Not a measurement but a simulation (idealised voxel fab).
The process module presented herein is designated voxel transistor to metal.
This is section cut - it's 185 nm across, gridded in 5 nm square cells.
A cross-section is a grid of square cells, given in bands from the top down. A band is one or more rows of cells.
Top, bottom (nm), then materials left to right with widths (nm); lone material tagged "all across" fills the whole band edge to edge; "empty" = empty space.
Heads up on the height convention: 0 is the point under which the incoming wafer is all one material, and the lowest band has no bottom, it just keeps going down, like "0..down".
Think of "30..40" as a width that walks from the first number to the second as you go down the band, top row to bottom row, taking equal-sized steps from row to row.
Step marked "nothing got changed"? Then no cell in the cross-section changed in it.
In "Closed internal voids" the enclosed voids are listed, meaning empty spaces of 8 cells or larger without any opening to the top. The form is width x height at distance, distance from the left edge, units nm.
Post-settings text on a step line: simulator's own remark regarding the step.
"overlay nm" on a masked step: distance the mask lay right of its planned place, negative for left.
Pairs ahead. Before: cross-section ahead of one process step. After: cross-section once the step is done, shown to the lowest changed band only. Under each pair: that step, with settings. Caution: pairs may come from different runs of this module on the same starting wafer; a pair follows the pair above only where its "Before-step section" entry says so.
BEFORE-STEP SECTION
* 90..70  lowk 35; empty 20; lowk 70; empty 20; lowk 40
* 70..60  lowk 35; empty 15; lowk 75; empty 15; lowk 45
* 60..55  SiCN 35; empty 15; SiCN 75; empty 15; SiCN 45
* 55..50  SiCN 30; Ru 35; SiCN 55; Ru 35; SiCN 30
* 50..35  lowk 35; TiN 5; W 15; TiN 5; lowk 65; TiN 5; W 15; TiN 5; lowk 35
* 35..30  lowk 35; TiN 5; W 10; TiN 10; lowk 65; TiN 5; W 10; TiN 10; lowk 35
* 30..25  SiN 35; TiN 20; SiN 70; TiN 20; SiN 40
* 25..15  SiO2 35; TiN 5; Ru 10; TiN 5; SiO2 70; TiN 5; Ru 10; TiN 5; SiO2 40
* 15..0  SiO2 35; TiN 5; Ru 10; TiN 5; SiO2 10; SiN 5; HfO2 5; TiN 5; W 20; TiN 5; HfO2 5; SiN 5; SiO2 10; TiN 5; Ru 10; TiN 5; SiO2 40
* 0..-5  SiO2 35; TiN 20; nSi 10; SiN 5; HfO2 5; TiN 30; HfO2 5; SiN 5; nSi 10; TiN 20; SiO2 40
* -5..-10  SiO2 30; nSi 35; SiO2 5; HfO2 40; SiO2 5; nSi 35; SiO2 35
* -10..-15  SiO2 35; nSi 30; Si 50; nSi 30; SiO2 40
* -15..-35  SiO2 35; Si 110; SiO2 40
* -35..down  Si all across
* Closed internal voids: none
POST-PROCESS SECTION
* 95..90  TiN 40; empty 10; TiN 80; empty 10; TiN 45
* 90..75  lowk 35; TiN 5; empty 10; TiN 5; lowk 70; TiN 5; empty 10; TiN 5; lowk 40
* 75..70  lowk 35; TiN 5; empty 5; TiN 10; lowk 70; TiN 5; empty 5; TiN 10; lowk 40
* 70..60  lowk 35; TiN 5; empty 5; TiN 5; lowk 75; TiN 5; empty 5; TiN 5; lowk 45
* 60..55  SiCN 35; TiN 15; SiCN 75; TiN 15; SiCN 45
* Under the height 55 nothing was changed.
* Closed internal voids: none
To go from the before cross-section above to the after cross-section, apply CONFORMAL_DEP | material TiN | thk nm 5
Before-step section: The prior state of this step coincides with the post-step cross-section of the pair just above.
POST-PROCESS SECTION
* 105..95  Cu all across
* 95..90  TiN 40; Cu 10; TiN 80; Cu 10; TiN 45
* 90..75  lowk 35; TiN 5; Cu 10; TiN 5; lowk 70; TiN 5; Cu 10; TiN 5; lowk 40
* 75..70  lowk 35; TiN 5; Cu 5; TiN 10; lowk 70; TiN 5; Cu 5; TiN 10; lowk 40
* 70..60  lowk 35; TiN 5; Cu 5; TiN 5; lowk 75; TiN 5; Cu 5; TiN 5; lowk 45
* Under the height 60 nothing was changed.
* Closed internal voids: none
To go from the before cross-section above to the after cross-section, apply FILL_DEP | material Cu | thk nm 10
Before-step section: The prior state of this step coincides with the post-step cross-section of the pair just above.
POST-PROCESS SECTION
* 90..75  lowk 35; TiN 5; Cu 10; TiN 5; lowk 70; TiN 5; Cu 10; TiN 5; lowk 40
* Under the height 75 nothing was changed.
* Closed internal voids: none
To go from the before cross-section above to the after cross-section, apply CMP | height nm 90
Before-step section: The prior state of this step coincides with the post-step cross-section of the pair just above.
POST-PROCESS SECTION
* 95..90  SiN all across
* Under the height 90 nothing was changed.
* Closed internal voids: none
To go from the before cross-section above to the after cross-section, apply CONFORMAL_DEP | material SiN | thk nm 5
BEFORE-STEP SECTION
* 90..60  lowk 35; empty 15; lowk 75; empty 15; lowk 45
* 60..55  SiCN all across
* 55..50  SiCN 30; Ru 30; SiCN 60; Ru 30; SiCN 35
* 50..30  lowk 35; TiN 5; W 10; TiN 5; lowk 70; TiN 5; W 10; TiN 5; lowk 40
* 30..25  SiN 35; TiN 20; SiN 70; TiN 20; SiN 40
* 25..15  SiO2 35; TiN 5; Ru 10; TiN 5; SiO2 70; TiN 5; Ru 10; TiN 5; SiO2 40
* 15..0  SiO2 35; TiN 5; Ru 10; TiN 5; SiO2 10; SiN 5; HfO2 5; TiN 5; W 20; TiN 5; HfO2 5; SiN 5; SiO2 10; TiN 5; Ru 10; TiN 5; SiO2 40
* 0..-5  SiO2 35; TiN 20; nSi 10; SiN 5; HfO2 5; TiN 30; HfO2 5; SiN 5; nSi 10; TiN 20; SiO2 40
* -5..-10  SiO2 30; nSi 35; SiO2 5; HfO2 40; SiO2 5; nSi 35; SiO2 35
* -10..-15  SiO2 35; nSi 30; Si 50; nSi 30; SiO2 40
* -15..-35  SiO2 35; Si 110; SiO2 40
* -35..down  Si all across
* Closed internal voids: none
POST-PROCESS SECTION
* 105..90  resist 30; empty 20; resist 70; empty 20; resist 45
* Under the height 90 nothing was changed.
* Closed internal voids: none
To go from the before cross-section above to the after cross-section, apply PATTERN | tone open | mask id METAL_2 | material resist | width nm 20 | pitch nm 90 | thk nm 15 | overlay nm -5
Before-step section: The prior state of this step coincides with the post-step cross-section of the pair just above.
POST-PROCESS SECTION
* 105..90  resist 30; empty 20; resist 70; empty 20; resist 45
* 90..70  lowk 30; empty 20; lowk 70; empty 20; lowk 45
* Under the height 70 nothing was changed.
* Closed internal voids: none
To go from the before cross-section above to the after cross-section, apply DIRECTIONAL_ETCH | etch materials lowk | depth nm 20
Before-step section: The prior state of this step coincides with the post-step cross-section of the pair just above.
POST-PROCESS SECTION
* 105..90  resist 30; empty 20; resist 70; empty 20; resist 45
* 90..70  lowk 30; empty 20; lowk 70; empty 20; lowk 45
* 70..60  lowk 35; empty 15; lowk 75; empty 15; lowk 45
* 60..55  SiCN 35; empty 15; SiCN 75; empty 15; SiCN 45
* Under the height 55 nothing was changed.
* Closed internal voids: none
To go from the before cross-section above to the after cross-section, apply DIRECTIONAL_ETCH | etch materials SiCN | depth nm 5
Before-step section: The prior state of this step coincides with the post-step cross-section of the pair just above.
POST-PROCESS SECTION
* 90..70  lowk 30; empty 20; lowk 70; empty 20; lowk 45
* Under the height 70 nothing was changed.
* Closed internal voids: none
To go from the before cross-section above to the after cross-section, apply STRIP | etch materials resist
Before-step section: The prior state of this step coincides with the post-step cross-section of the pair just above.
POST-PROCESS SECTION
* 95..90  TiN 35; empty 10; TiN 80; empty 10; TiN 50
* 90..75  lowk 30; TiN 5; empty 10; TiN 5; lowk 70; TiN 5; empty 10; TiN 5; lowk 45
* 75..70  lowk 30; TiN 10; empty 5; TiN 5; lowk 70; TiN 10; empty 5; TiN 5; lowk 45
* 70..60  lowk 35; TiN 5; empty 5; TiN 5; lowk 75; TiN 5; empty 5; TiN 5; lowk 45
* 60..55  SiCN 35; TiN 15; SiCN 75; TiN 15; SiCN 45
* Under the height 55 nothing was changed.
* Closed internal voids: none
To go from the before cross-section above to the after cross-section, apply CONFORMAL_DEP | material TiN | thk nm 5
Before-step section: The prior state of this step coincides with the post-step cross-section of the pair just above.
POST-PROCESS SECTION
* 105..95  Cu all across
* 95..90  TiN 35; Cu 10; TiN 80; Cu 10; TiN 50
* 90..75  lowk 30; TiN 5; Cu 10; TiN 5; lowk 70; TiN 5; Cu 10; TiN 5; lowk 45
* 75..70  lowk 30; TiN 10; Cu 5; TiN 5; lowk 70; TiN 10; Cu 5; TiN 5; lowk 45
* 70..60  lowk 35; TiN 5; Cu 5; TiN 5; lowk 75; TiN 5; Cu 5; TiN 5; lowk 45
* Under the height 60 nothing was changed.
* Closed internal voids: none
To go from the before cross-section above to the after cross-section, apply FILL_DEP | material Cu | thk nm 10
Before-step section: The prior state of this step coincides with the post-step cross-section of the pair just above.
POST-PROCESS SECTION
* 90..75  lowk 30; TiN 5; Cu 10; TiN 5; lowk 70; TiN 5; Cu 10; TiN 5; lowk 45
* Under the height 75 nothing was changed.
* Closed internal voids: none
To go from the before cross-section above to the after cross-section, apply CMP | height nm 90
Before-step section: The prior state of this step coincides with the post-step cross-section of the pair just above.
POST-PROCESS SECTION
* 95..90  SiN all across
* Under the height 90 nothing was changed.
* Closed internal voids: none
To go from the before cross-section above to the after cross-section, apply CONFORMAL_DEP | material SiN | thk nm 5
BEFORE-STEP SECTION
* 25..15  SiO2 35; empty 20; SiO2 70; empty 20; SiO2 40
* 15..0  SiO2 35; empty 20; SiO2 10; SiN 5; HfO2 5; TiN 5; W 20; TiN 5; HfO2 5; SiN 5; SiO2 10; empty 20; SiO2 40
* 0..-5  SiO2 35; empty 20; nSi 10; SiN 5; HfO2 5; TiN 30; HfO2 5; SiN 5; nSi 10; empty 20; SiO2 40
* -5..-10  SiO2 30; nSi 35; SiO2 5; HfO2 40; SiO2 5; nSi 35; SiO2 35
* -10..-15  SiO2 35; nSi 30; Si 50; nSi 30; SiO2 40
* -15..-35  SiO2 35; Si 110; SiO2 40
* -35..down  Si all across
* Closed internal voids: none
POST-PROCESS SECTION
* 30..15  SiO2 40; empty 10; SiO2 80; empty 10; SiO2 45
* 15..0  SiO2 40; empty 10; SiO2 15; SiN 5; HfO2 5; TiN 5; W 20; TiN 5; HfO2 5; SiN 5; SiO2 15; empty 10; SiO2 45
* 0..-5  SiO2 55; nSi 10; SiN 5; HfO2 5; TiN 30; HfO2 5; SiN 5; nSi 10; SiO2 60
* Under the height -5 nothing was changed.
* Closed internal voids: none
To go from the before cross-section above to the after cross-section, apply CONFORMAL_DEP | material SiO2 | thk nm 5
Before-step section: The prior state of this step coincides with the post-step cross-section of the pair just above.
POST-PROCESS SECTION
* 40..30  Ru all across
* 30..15  SiO2 40; Ru 10; SiO2 80; Ru 10; SiO2 45
* 15..0  SiO2 40; Ru 10; SiO2 15; SiN 5; HfO2 5; TiN 5; W 20; TiN 5; HfO2 5; SiN 5; SiO2 15; Ru 10; SiO2 45
* Under the height 0 nothing was changed.
* Closed internal voids: none
To go from the before cross-section above to the after cross-section, apply FILL_DEP | material Ru | thk nm 10
Before-step section: The prior state of this step coincides with the post-step cross-section of the pair just above.
POST-PROCESS SECTION
* 25..15  SiO2 40; Ru 10; SiO2 80; Ru 10; SiO2 45
* Under the height 15 nothing was changed.
* Closed internal voids: none
To go from the before cross-section above to the after cross-section, apply CMP | height nm 25
Before-step section: The prior state of this step coincides with the post-step cross-section of the pair just above.
POST-PROCESS SECTION
* 30..25  SiN all across
* Under the height 25 nothing was changed.
* Closed internal voids: none
To go from the before cross-section above to the after cross-section, apply CONFORMAL_DEP | material SiN | thk nm 5
Before-step section: The prior state of this step coincides with the post-step cross-section of the pair just above.
POST-PROCESS SECTION
* 50..30  lowk all across
* Under the height 30 nothing was changed.
* Closed internal voids: none
To go from the before cross-section above to the after cross-section, apply DIRECTIONAL_DEP | material lowk | thk nm 20
Before-step section: The prior state of this step coincides with the post-step cross-section of the pair just above.
POST-PROCESS SECTION
* 50..30  lowk 35; empty 20; lowk 70; empty 20; lowk 40
* Under the height 30 nothing was changed.
* Closed internal voids: none
To go from the before cross-section above to the after cross-section, apply MASKED_ETCH | tone open | mask id METAL_1 | width nm 20 | pitch nm 90 | etch materials lowk | depth nm 20 | overlay nm 0
Before-step section: The prior state of this step coincides with the post-step cross-section of the pair just above.
POST-PROCESS SECTION
* 50..30  lowk 35; empty 20; lowk 70; empty 20; lowk 40
* 30..25  SiN 35; empty 20; SiN 70; empty 20; SiN 40
* Under the height 25 nothing was changed.
* Closed internal voids: none
To go from the before cross-section above to the after cross-section, apply MASKED_ETCH | tone open | mask id METAL_1 | width nm 20 | pitch nm 90 | etch materials SiN | depth nm 5 | overlay nm 0
Before-step section: The prior state of this step coincides with the post-step cross-section of the pair just above.
POST-PROCESS SECTION
* 55..50  TiN 40; empty 10; TiN 80; empty 10; TiN 45
* 50..30  lowk 35; TiN 5; empty 10; TiN 5; lowk 70; TiN 5; empty 10; TiN 5; lowk 40
* 30..25  SiN 35; TiN 20; SiN 70; TiN 20; SiN 40
* Under the height 25 nothing was changed.
* Closed internal voids: none
To go from the before cross-section above to the after cross-section, apply CONFORMAL_DEP | material TiN | thk nm 5
Before-step section: The prior state of this step coincides with the post-step cross-section of the pair just above.
POST-PROCESS SECTION
* 65..55  W all across
* 55..50  TiN 40; W 10; TiN 80; W 10; TiN 45
* 50..30  lowk 35; TiN 5; W 10; TiN 5; lowk 70; TiN 5; W 10; TiN 5; lowk 40
* Under the height 30 nothing was changed.
* Closed internal voids: none
To go from the before cross-section above to the after cross-section, apply FILL_DEP | material W | thk nm 10
Before-step section: The prior state of this step coincides with the post-step cross-section of the pair just above.
POST-PROCESS SECTION
* 50..30  lowk 35; TiN 5; W 10; TiN 5; lowk 70; TiN 5; W 10; TiN 5; lowk 40
* Under the height 30 nothing was changed.
* Closed internal voids: none
To go from the before cross-section above to the after cross-section, apply CMP | height nm 50
Before-step section: The prior state of this step coincides with the post-step cross-section of the pair just above.
POST-PROCESS SECTION
* 55..50  empty 30; Ru 30; empty 60; Ru 30; empty 35
* Under the height 50 nothing was changed.
* Closed internal voids: none
To go from the before cross-section above to the after cross-section, apply EPI | material Ru | thk nm 5
Before-step section: The prior state of this step coincides with the post-step cross-section of the pair just above.
POST-PROCESS SECTION
* 60..55  SiCN all across
* 55..50  SiCN 30; Ru 30; SiCN 60; Ru 30; SiCN 35
* Under the height 50 nothing was changed.
* Closed internal voids: none
To go from the before cross-section above to the after cross-section, apply FILL_DEP | material SiCN | thk nm 5
Before-step section: The prior state of this step coincides with the post-step cross-section of the pair just above.
POST-PROCESS SECTION
* 90..60  lowk all across
* Under the height 60 nothing was changed.
* Closed internal voids: none
To go from the before cross-section above to the after cross-section, apply DIRECTIONAL_DEP | material lowk | thk nm 30
Before-step section: The prior state of this step coincides with the post-step cross-section of the pair just above.
POST-PROCESS SECTION
* 110..90  resist 35; empty 15; resist 75; empty 15; resist 45
* Under the height 90 nothing was changed.
* Closed internal voids: none
To go from the before cross-section above to the after cross-section, apply PATTERN | tone open | mask id METAL_2_HOLES | material resist | width nm 15 | pitch nm 90 | thk nm 20 | overlay nm 0
Before-step section: The prior state of this step coincides with the post-step cross-section of the pair just above.
POST-PROCESS SECTION
* 110..90  resist 35; empty 15; resist 75; empty 15; resist 45
* 90..60  lowk 35; empty 15; lowk 75; empty 15; lowk 45
* Under the height 60 nothing was changed.
* Closed internal voids: none
To go from the before cross-section above to the after cross-section, apply DIRECTIONAL_ETCH | etch materials lowk | depth nm 30
Before-step section: The prior state of this step coincides with the post-step cross-section of the pair just above.
POST-PROCESS SECTION
* 90..60  lowk 35; empty 15; lowk 75; empty 15; lowk 45
* Under the height 60 nothing was changed.
* Closed internal voids: none
To go from the before cross-section above to the after cross-section, apply STRIP | etch materials resist
Before-step section: The prior state of this step coincides with the post-step cross-section of the pair just above.
POST-PROCESS SECTION
* 105..90  resist 35; empty 20; resist 70; empty 20; resist 40
* Under the height 90 nothing was changed.
* Closed internal voids: none
To go from the before cross-section above to the after cross-section, apply PATTERN | tone open | mask id METAL_2 | material resist | width nm 20 | pitch nm 90 | thk nm 15 | overlay nm 0
Before-step section: The prior state of this step coincides with the post-step cross-section of the pair just above.
POST-PROCESS SECTION
* 105..90  resist 35; empty 20; resist 70; empty 20; resist 40
* 90..70  lowk 35; empty 20; lowk 70; empty 20; lowk 40
* Under the height 70 nothing was changed.
* Closed internal voids: none
To go from the before cross-section above to the after cross-section, apply DIRECTIONAL_ETCH | etch materials lowk | depth nm 20
Before-step section: The prior state of this step coincides with the post-step cross-section of the pair just above.
POST-PROCESS SECTION
* 105..90  resist 35; empty 20; resist 70; empty 20; resist 40
* 90..70  lowk 35; empty 20; lowk 70; empty 20; lowk 40
* 70..60  lowk 35; empty 15; lowk 75; empty 15; lowk 45
* 60..55  SiCN 35; empty 15; SiCN 75; empty 15; SiCN 45
* Under the height 55 nothing was changed.
* Closed internal voids: none
To go from the before cross-section above to the after cross-section, apply DIRECTIONAL_ETCH | etch materials SiCN | depth nm 5
Before-step section: The prior state of this step coincides with the post-step cross-section of the pair just above.
POST-PROCESS SECTION
* 90..70  lowk 35; empty 20; lowk 70; empty 20; lowk 40
* Under the height 70 nothing was changed.
* Closed internal voids: none
To go from the before cross-section above to the after cross-section, apply STRIP | etch materials resist
Before-step section: The prior state of this step coincides with the post-step cross-section of the pair just above.
POST-PROCESS SECTION
* 95..90  TiN 40; empty 10; TiN 80; empty 10; TiN 45
* 90..75  lowk 35; TiN 5; empty 10; TiN 5; lowk 70; TiN 5; empty 10; TiN 5; lowk 40
* 75..70  lowk 35; TiN 5; empty 5; TiN 10; lowk 70; TiN 5; empty 5; TiN 10; lowk 40
* 70..60  lowk 35; TiN 5; empty 5; TiN 5; lowk 75; TiN 5; empty 5; TiN 5; lowk 45
* 60..55  SiCN 35; TiN 15; SiCN 75; TiN 15; SiCN 45
* Under the height 55 nothing was changed.
* Closed internal voids: none
To go from the before cross-section above to the after cross-section, apply CONFORMAL_DEP | material TiN | thk nm 5
Before-step section: The prior state of this step coincides with the post-step cross-section of the pair just above.
POST-PROCESS SECTION
* 105..95  Cu all across
* 95..90  TiN 40; Cu 10; TiN 80; Cu 10; TiN 45
* 90..75  lowk 35; TiN 5; Cu 10; TiN 5; lowk 70; TiN 5; Cu 10; TiN 5; lowk 40
* 75..70  lowk 35; TiN 5; Cu 5; TiN 10; lowk 70; TiN 5; Cu 5; TiN 10; lowk 40
* 70..60  lowk 35; TiN 5; Cu 5; TiN 5; lowk 75; TiN 5; Cu 5; TiN 5; lowk 45
* Under the height 60 nothing was changed.
* Closed internal voids: none
To go from the before cross-section above to the after cross-section, apply FILL_DEP | material Cu | thk nm 10
Before-step section: The prior state of this step coincides with the post-step cross-section of the pair just above.
POST-PROCESS SECTION
* 90..75  lowk 35; TiN 5; Cu 10; TiN 5; lowk 70; TiN 5; Cu 10; TiN 5; lowk 40
* Under the height 75 nothing was changed.
* Closed internal voids: none
To go from the before cross-section above to the after cross-section, apply CMP | height nm 90
Before-step section: The prior state of this step coincides with the post-step cross-section of the pair just above.
POST-PROCESS SECTION
* 95..90  SiN all across
* Under the height 90 nothing was changed.
* Closed internal voids: none
To go from the before cross-section above to the after cross-section, apply CONFORMAL_DEP | material SiN | thk nm 5
BEFORE-STEP SECTION
* 35..20  SiCN all across
* 20..-5  polySi all across
* -5..-10  SiO2 all across
* -10..-35  SiO2 35; Si 110; SiO2 40
* -35..down  Si all across
* Closed internal voids: none
POST-PROCESS SECTION
* 50..35  resist 75; empty 30; resist 80
* Under the height 35 nothing was changed.
* Closed internal voids: none
To go from the before cross-section above to the after cross-section, apply PATTERN | tone open | mask id GATE | material resist | width nm 30 | thk nm 15 | overlay nm 0
Before-step section: The prior state of this step coincides with the post-step cross-section of the pair just above.
POST-PROCESS SECTION
* 50..35  resist 75; empty 30; resist 80
* 35..20  SiCN 75; empty 30; SiCN 80
* Under the height 20 nothing was changed.
* Closed internal voids: none
To go from the before cross-section above to the after cross-section, apply DIRECTIONAL_ETCH | etch materials SiCN | depth nm 25
Before-step section: The prior state of this step coincides with the post-step cross-section of the pair just above.
POST-PROCESS SECTION
* 50..35  resist 75; empty 30; resist 80
* 35..20  SiCN 75; empty 30; SiCN 80
* 20..-5  polySi 75; empty 30; polySi 80
* Under the height -5 nothing was changed.
* Closed internal voids: none
To go from the before cross-section above to the after cross-section, apply DIRECTIONAL_ETCH | etch materials polySi | depth nm 35
Before-step section: The prior state of this step coincides with the post-step cross-section of the pair just above.
POST-PROCESS SECTION
* 35..20  SiCN 75; empty 30; SiCN 80
* Under the height 20 nothing was changed.
* Closed internal voids: none
To go from the before cross-section above to the after cross-section, apply STRIP | etch materials resist
Before-step section: The prior state of this step coincides with the post-step cross-section of the pair just above.
POST-PROCESS SECTION
* 40..35  SiO2 80; empty 20; SiO2 85
* 35..20  SiCN 75; SiO2 5; empty 20; SiO2 5; SiCN 80
* 20..0  polySi 75; SiO2 5; empty 20; SiO2 5; polySi 80
* 0..-5  polySi 75; SiO2 30; polySi 80
* Under the height -5 nothing was changed.
* Closed internal voids: none
To go from the before cross-section above to the after cross-section, apply CONFORMAL_DEP | material SiO2 | thk nm 5
Before-step section: The prior state of this step coincides with the post-step cross-section of the pair just above.
POST-PROCESS SECTION
* 35..20  SiCN 75; SiO2 5; empty 20; SiO2 5; SiCN 80
* 20..-5  polySi 75; SiO2 5; empty 20; SiO2 5; polySi 80
* Under the height -5 nothing was changed.
* Closed internal voids: none
To go from the before cross-section above to the after cross-section, apply DIRECTIONAL_ETCH | etch materials SiO2 | depth nm 5
Before-step section: The prior state of this step coincides with the post-step cross-section of the pair just above.
POST-PROCESS SECTION
* 40..35  SiN 85; empty 10; SiN 90
* 35..20  SiCN 75; SiO2 5; SiN 5; empty 10; SiN 5; SiO2 5; SiCN 80
* 20..0  polySi 75; SiO2 5; SiN 5; empty 10; SiN 5; SiO2 5; polySi 80
* 0..-5  polySi 75; SiO2 5; SiN 20; SiO2 5; polySi 80
* Under the height -5 nothing was changed.
* Closed internal voids: none
To go from the before cross-section above to the after cross-section, apply CONFORMAL_DEP | material SiN | thk nm 5
Before-step section: The prior state of this step coincides with the post-step cross-section of the pair just above.
POST-PROCESS SECTION
* 35..20  SiCN 75; SiO2 5; SiN 5; empty 10; SiN 5; SiO2 5; SiCN 80
* 20..-5  polySi 75; SiO2 5; SiN 5; empty 10; SiN 5; SiO2 5; polySi 80
* Under the height -5 nothing was changed.
* Closed internal voids: none
To go from the before cross-section above to the after cross-section, apply DIRECTIONAL_ETCH | etch materials SiN | depth nm 5
Before-step section: The prior state of this step coincides with the post-step cross-section of the pair just above.
POST-PROCESS SECTION
* 35..30  SiCN 75; empty 5; SiN 5; empty 10; SiN 5; empty 5; SiCN 80
* 30..20  SiCN 75; SiO2 5; SiN 5; empty 10; SiN 5; SiO2 5; SiCN 80
* 20..-5  polySi 75; SiO2 5; SiN 5; empty 10; SiN 5; SiO2 5; polySi 80
* -5..-10  SiO2 85; empty 10; SiO2 90
* Under the height -10 nothing was changed.
* Closed internal voids: none
To go from the before cross-section above to the after cross-section, apply DIRECTIONAL_ETCH | etch materials SiO2 | depth nm 5
Before-step section: The prior state of this step coincides with the post-step cross-section of the pair just above.
POST-PROCESS SECTION
* 35..30  SiCN 75; empty 5; SiN 5; empty 10; SiN 5; empty 5; SiCN 80
* 30..20  SiCN 75; SiO2 5; SiN 5; empty 10; SiN 5; SiO2 5; SiCN 80
* 20..-5  polySi 75; SiO2 5; SiN 5; empty 10; SiN 5; SiO2 5; polySi 80
* -5..-10  SiO2 85; empty 10; SiO2 90
* -10..-15  SiO2 35; Si 50; empty 10; Si 50; SiO2 40
* Under the height -15 nothing was changed.
* Closed internal voids: none
To go from the before cross-section above to the after cross-section, apply DIRECTIONAL_ETCH | etch materials Si | depth nm 5
Before-step section: The prior state of this step coincides with the post-step cross-section of the pair just above.
POST-PROCESS SECTION
* 35..30  SiCN 75; empty 5; SiN 5; empty 10; SiN 5; empty 5; SiCN 80
* 30..20  SiCN 75; SiO2 5; SiN 5; empty 10; SiN 5; SiO2 5; SiCN 80
* 20..0  polySi 75; SiO2 5; SiN 5; empty 10; SiN 5; SiO2 5; polySi 80
* 0..-5  polySi 75; SiO2 5; SiN 5; nSi 10; SiN 5; SiO2 5; polySi 80
* -5..-10  SiO2 85; nSi 10; SiO2 90
* -10..-15  SiO2 35; Si 50; nSi 10; Si 50; SiO2 40
* Under the height -15 nothing was changed.
* Closed internal voids: none
To go from the before cross-section above to the after cross-section, apply EPI | material nSi | thk nm 10
Before-step section: The prior state of this step coincides with the post-step cross-section of the pair just above.
POST-PROCESS SECTION
* 45..35  SiO2 all across
* 35..20  SiCN 75; SiO2 5; SiN 5; SiO2 10; SiN 5; SiO2 5; SiCN 80
* 20..0  polySi 75; SiO2 5; SiN 5; SiO2 10; SiN 5; SiO2 5; polySi 80
* Under the height 0 nothing was changed.
* Closed internal voids: none
To go from the before cross-section above to the after cross-section, apply FILL_DEP | material SiO2 | thk nm 10
Before-step section: The prior state of this step coincides with the post-step cross-section of the pair just above.
POST-PROCESS SECTION
* 20..0  polySi 75; SiO2 5; SiN 5; SiO2 10; SiN 5; SiO2 5; polySi 80
* Under the height 0 nothing was changed.
* Closed internal voids: none
To go from the before cross-section above to the after cross-section, apply CMP | height nm 20
Before-step section: The prior state of this step coincides with the post-step cross-section of the pair just above.
POST-PROCESS SECTION
* 20..0  empty 75; SiO2 5; SiN 5; SiO2 10; SiN 5; SiO2 5; empty 80
* 0..-5  empty 75; SiO2 5; SiN 5; nSi 10; SiN 5; SiO2 5; empty 80
* Under the height -5 nothing was changed.
* Closed internal voids: none
To go from the before cross-section above to the after cross-section, apply STRIP | etch materials polySi
Before-step section: The prior state of this step coincides with the post-step cross-section of the pair just above.
POST-PROCESS SECTION
* 20..15  empty 80; SiN 5; empty 10; SiN 5; empty 85
* 15..0  empty 80; SiN 5; SiO2 10; SiN 5; empty 85
* 0..-5  empty 80; SiN 5; nSi 10; SiN 5; empty 85
* -5..-10  empty 80; SiO2 5; nSi 10; SiO2 5; empty 85
* Under the height -10 nothing was changed.
* Closed internal voids: none
To go from the before cross-section above to the after cross-section, apply SELECTIVE_ETCH | etch materials SiO2 | depth nm 5
Before-step section: The prior state of this step coincides with the post-step cross-section of the pair just above.
POST-PROCESS SECTION
* 25..20  empty 75; HfO2 30; empty 80
* 20..15  empty 75; HfO2 5; SiN 5; HfO2 10; SiN 5; HfO2 5; empty 80
* 15..0  empty 75; HfO2 5; SiN 5; SiO2 10; SiN 5; HfO2 5; empty 80
* 0..-5  empty 75; HfO2 5; SiN 5; nSi 10; SiN 5; HfO2 5; empty 80
* -5..-10  HfO2 80; SiO2 5; nSi 10; SiO2 5; HfO2 85
* Under the height -10 nothing was changed.
* Closed internal voids: none
To go from the before cross-section above to the after cross-section, apply CONFORMAL_DEP | material HfO2 | thk nm 5
Before-step section: The prior state of this step coincides with the post-step cross-section of the pair just above.
POST-PROCESS SECTION
* 30..25  empty 70; TiN 40; empty 75
* 25..20  empty 70; TiN 5; HfO2 30; TiN 5; empty 75
* 20..15  empty 70; TiN 5; HfO2 5; SiN 5; HfO2 10; SiN 5; HfO2 5; TiN 5; empty 75
* 15..0  empty 70; TiN 5; HfO2 5; SiN 5; SiO2 10; SiN 5; HfO2 5; TiN 5; empty 75
* 0..-5  TiN 75; HfO2 5; SiN 5; nSi 10; SiN 5; HfO2 5; TiN 80
* Under the height -5 nothing was changed.
* Closed internal voids: none
To go from the before cross-section above to the after cross-section, apply CONFORMAL_DEP | material TiN | thk nm 5
Before-step section: The prior state of this step coincides with the post-step cross-section of the pair just above.
POST-PROCESS SECTION
* 35..30  W all across
* 30..25  W 70; TiN 40; W 75
* 25..20  W 70; TiN 5; HfO2 30; TiN 5; W 75
* 20..15  W 70; TiN 5; HfO2 5; SiN 5; HfO2 10; SiN 5; HfO2 5; TiN 5; W 75
* 15..0  W 70; TiN 5; HfO2 5; SiN 5; SiO2 10; SiN 5; HfO2 5; TiN 5; W 75
* Under the height 0 nothing was changed.
* Closed internal voids: none
To go from the before cross-section above to the after cross-section, apply FILL_DEP | material W | thk nm 5
Before-step section: The prior state of this step coincides with the post-step cross-section of the pair just above.
POST-PROCESS SECTION
* 15..0  W 70; TiN 5; HfO2 5; SiN 5; SiO2 10; SiN 5; HfO2 5; TiN 5; W 75
* Under the height 0 nothing was changed.
* Closed internal voids: none
To go from the before cross-section above to the after cross-section, apply CMP | height nm 15
Before-step section: The prior state of this step coincides with the post-step cross-section of the pair just above.
POST-PROCESS SECTION
* 25..15  SiO2 all across
* Under the height 15 nothing was changed.
* Closed internal voids: none
To go from the before cross-section above to the after cross-section, apply DIRECTIONAL_DEP | material SiO2 | thk nm 10
Before-step section: The prior state of this step coincides with the post-step cross-section of the pair just above.
POST-PROCESS SECTION
* 40..25  aC all across
* Under the height 25 nothing was changed.
* Closed internal voids: none
To go from the before cross-section above to the after cross-section, apply DIRECTIONAL_DEP | material aC | thk nm 15
Before-step section: The prior state of this step coincides with the post-step cross-section of the pair just above.
POST-PROCESS SECTION
* 70..40  resist 35; empty 20; resist 70; empty 20; resist 40
* Under the height 40 nothing was changed.
* Closed internal voids: none
To go from the before cross-section above to the after cross-section, apply PATTERN | tone open | mask id CONTACT | material resist | width nm 20 | pitch nm 90 | thk nm 30 | overlay nm 0
Before-step section: The prior state of this step coincides with the post-step cross-section of the pair just above.
POST-PROCESS SECTION
* 55..40  resist 35; empty 20; resist 70; empty 20; resist 40
* 40..25  aC 35; empty 20; aC 70; empty 20; aC 40
* Under the height 25 nothing was changed.
* Closed internal voids: none
To go from the before cross-section above to the after cross-section, apply DIRECTIONAL_ETCH | etch materials aC | depth nm 15
Before-step section: The prior state of this step coincides with the post-step cross-section of the pair just above.
POST-PROCESS SECTION
* 40..25  aC 35; empty 20; aC 70; empty 20; aC 40
* Under the height 25 nothing was changed.
* Closed internal voids: none
To go from the before cross-section above to the after cross-section, apply STRIP | etch materials resist
Before-step section: The prior state of this step coincides with the post-step cross-section of the pair just above.
POST-PROCESS SECTION
* 40..25  aC 35; empty 20; aC 70; empty 20; aC 40
* 25..15  SiO2 35; empty 20; SiO2 70; empty 20; SiO2 40
* Under the height 15 nothing was changed.
* Closed internal voids: none
To go from the before cross-section above to the after cross-section, apply DIRECTIONAL_ETCH | etch materials SiO2 | depth nm 30
